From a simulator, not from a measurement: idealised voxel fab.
process module | voxel fin reveal
The cross-section shown here is cut; it is 185 nm wide and divided into square cells measuring 5 nm on a side.
Cross-section, as written here: a square-cell grid given band by band from the top down, where a band holds one or more rows of cells.
Heights first: top, then bottom, in nm. Then materials, left to right, each with a width in nm. "all across" on a single material: fills the band edge to edge. "empty": empty space.
Heights are expressed relative to 0, this being the level below which the as-received wafer comprises one material exclusively. The lowest band is unbounded in the downward direction and is denoted as in "0 and below".
So if you see something like "30 to 40" for the width, read it as the top row of the band sitting at the first number and the bottom row at the second, with every row in between moving by the same amount as the last.
Where the words "all unchanged" appear for a step, the cross-section shows no cell changed by that step; every cell remained as before.
"Voids, fully enclosed" contains a list of empty spaces, each no smaller than 8 cells and without an open way to the top, written in the form width x height at distance with the distance from the left edge and all three in nm.
Heads up: the bit after the settings on a step's line is the simulator's remark on that step.
overlay nm: for a step with a mask, the amount by which the mask lay right of where it was planned; a negative amount means left of it.
Steps in the process plan:
1) RECEIVE, material Si
2) CONFORMAL_DEP, material SiN, thk nm 5
3) DIRECTIONAL_DEP, material aC, thk nm 15
4) PATTERN, tone cover, mask id FINS, material resist, width nm 15, pitch nm 45, thk nm 35, overlay nm 0
5) DIRECTIONAL_ETCH, etch materials aC, depth nm 15
6) STRIP, etch materials resist
7) DIRECTIONAL_ETCH, etch materials SiN, depth nm 5
8) DIRECTIONAL_ETCH, etch materials Si, depth nm 35
9) STRIP, etch materials aC
10) OXIDIZE, depth nm 5
11) FILL_DEP, material SiO2, thk nm 10
12) CMP, height nm 5
13) SELECTIVE_ETCH, etch materials SiO2, depth nm 20
14) STRIP, etch materials SiN
15) CONFORMAL_DEP, material SiO2, thk nm 5
Step 1 complete: cross-section of the wafer as received:
  0 and below  Si all across
  Voids, fully enclosed: none
Below is the wafer in cross-section after the module was completed. It began from the starting point shown above and followed the plan shown above, except that one mistake was made while running it:
  5 down to 0  60 of empty; 20 of SiO2; 25 of empty; 20 of SiO2; 60 of empty
  0 down to -10  60 of empty; 5 of SiO2; 10 of Si; 5 of SiO2; 25 of empty; 5 of SiO2; 10 of Si; 5 of SiO2; 60 of empty
  -10 down to -40  65 of SiO2; 10 of Si; 35 of SiO2; 10 of Si; 65 of SiO2
  -40 and below  Si all across
  Voids, fully enclosed: none
Processing error: step 4 ran with different settings than intended, the actual operation and settings being PATTERN, tone cover, mask id FINS, material resist, width nm 20, pitch nm 45, thk nm 35, overlay nm 0
